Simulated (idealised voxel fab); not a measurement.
The process module presented herein is designated voxel double patterning.
Xsec cut, 200 nm wide, square cell size 5 nm.
A cross-section is written here as square cells arranged in a grid, and it is given in bands from the top down, each band taking up one or more rows of cells.
Each band's line starts with the height of the band's top and of its bottom, in nm. Then come its materials from left to right, each with its width in nm. One material with "edge to edge" fills the band from edge to edge. "empty" is empty space.
Heads up on the height convention: 0 is the point under which the incoming wafer is all one material, and the lowest band has no bottom, it just keeps going down, like "top 0, no bottom".
When a width is written as two numbers, as in "30->40", the first number is the width in the top row of cells of the band and the second is the width in its bottom row, and the width changes by the same amount from each row to the next.
The designation "nothing changed", where it is given for a processing step, indicates that no cell of the cross-section was altered in the course of that step.
Voids not open to the top, 8 cells minimum: see "Closed void register". Written width x height at distance; distance is from the left edge; nm.
On each step's line, the part that comes after the settings is the simulator's own comment on the step.
The "overlay nm" setting may appear on a step's line; for a step that uses a mask, it gives how far to the right of its planned position the mask lay, and a negative value indicates the left.

HERE'S WHAT THE PLANNED PROCESS STEPS LOOK LIKE
1 RECEIVE, material Si
2 CONFORMAL_DEP, material SiO2, thk nm 5
3 DIRECTIONAL_DEP, material W, thk nm 10
4 DIRECTIONAL_DEP, material SiCN, thk nm 10
5 DIRECTIONAL_DEP, material aC, thk nm 15
6 PATTERN, tone open, mask id FIRST, material resist, width nm 15, pitch nm 50, thk nm 30, overlay nm 0
7 DIRECTIONAL_ETCH, etch materials aC, depth nm 15
8 STRIP, etch materials resist
9 DIRECTIONAL_ETCH, etch materials SiCN, depth nm 10
10 STRIP, etch materials aC
11 PATTERN, tone open, mask id SECOND, material resist, width nm 15, thk nm 15, overlay nm 0
12 DIRECTIONAL_ETCH, etch materials SiCN, depth nm 10
13 STRIP, etch materials resist
14 DIRECTIONAL_ETCH, etch materials W, depth nm 10
15 STRIP, etch materials SiCN

SO THIS IS THE INCOMING WAFER IN CROSS-SECTION - IT'S ALREADY BEEN THROUGH STEP 1
- top 0, no bottom | Si edge to edge
- Closed void register: none

FIRST OF TWO WAFERS, END-OF-MODULE SECTION, RUN FOLLOWED PLAN
- top 15, bottom 5 | W (65), empty (15), W (10), empty (15), W (10), empty (15), W (70)
- top 5, bottom 0 | SiO2 edge to edge
- top 0, no bottom | Si edge to edge
- Closed void register: none

SECOND WAFER THROUGH THE MODULE, SECTIONED AT THE END: SAME BEGINNING AND SAME PLAN AS THE FIRST WAFER, WITH ONE MISTAKE IN CARRYING IT OUT
- top 10, bottom 0 | W (65), empty (15), W (10), empty (15), W (10), empty (15), W (70)
- top 0, no bottom | Si edge to edge
- Closed void register: none
Which mistake was made when the wafer was run? step 2 of the plan never got run, it was skipped over
Final cells, second wafer relative to first, materials higher or lower: 40 fewer of SiO2
